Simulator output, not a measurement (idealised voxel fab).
This is a process module. Its name is voxel fin reveal.
Section shown: cut. Width: 285 nm. Cell size: 5 nm, square.
How to read a cross-section here: the picture is a grid of square cells, written as bands going from the top down, and any band can span one or more rows of cells.
The band entry comprises the height of the band's top followed by the height of its bottom, expressed in nm, and subsequently the band's materials from left to right, each stated together with its width in nm. Where a single material is marked with the word "edge to edge", that material fills the band from edge to edge. The word "air" represents empty space.
Height 0 is the level under which the wafer as received is all one material. The lowest band goes on downwards, as in "from 0 down".
So if you see something like "30 to 40" for the width, read it as the top row of the band sitting at the first number and the bottom row at the second, with every row in between moving by the same amount as the last.
"remained the same", as given for a step, is the statement that not any cell of the cross-section underwent a change during that step.
Closed empty spaces (no open way to the top) of 8 cells or more are what "Closed void register" lists, each as width x height at distance from the left edge, nm for all three.
That trailing text on a step's line, after the settings, is the simulator's own remark on the step.
overlay nm: where the mask lay relative to plan, measured to the right, on steps with a mask; negatives go left.

### Intended process steps
step 1: RECEIVE [material Si]
step 2: CONFORMAL_DEP [material SiN] [thk nm 10]
step 3: MASKED_ETCH [tone cover] [mask id FINS] [width nm 15] [pitch nm 35] [etch materials SiN] [depth nm 10] [overlay nm 0]
step 4: MASKED_ETCH [tone cover] [mask id FINS] [width nm 15] [pitch nm 35] [etch materials Si] [depth nm 30] [overlay nm 0]
step 5: OXIDIZE [depth nm 5]
step 6: FILL_DEP [material SiO2] [thk nm 15]
step 7: CMP [height nm 10]
step 8: SELECTIVE_ETCH [etch materials SiO2] [depth nm 20]
step 9: STRIP [etch materials SiN]
step 10: CONFORMAL_DEP [material SiO2] [thk nm 5]

### As-received wafer cross-section (after step 1)
from 0 down: Si edge to edge
Closed void register: none

### Wafer at module end, in section. Began as above, planned as above, run with one mistake
from 5 to 0: air 80 / SiO2 15 / air 20 / SiO2 15 / air 20 / SiO2 15 / air 20 / SiO2 15 / air 85
from 0 to -5: air 80 / SiO2 5 / Si 5 / SiO2 5 / air 20 / SiO2 5 / Si 5 / SiO2 5 / air 20 / SiO2 5 / Si 5 / SiO2 5 / air 20 / SiO2 5 / Si 5 / SiO2 5 / air 85
from -5 to -65: SiO2 85 / Si 5 / SiO2 30 / Si 5 / SiO2 30 / Si 5 / SiO2 30 / Si 5 / SiO2 90
from -65 down: Si edge to edge
Closed void register: none
In executing the process, a mistake was made relative to the plan: plan step 4 was conducted twice
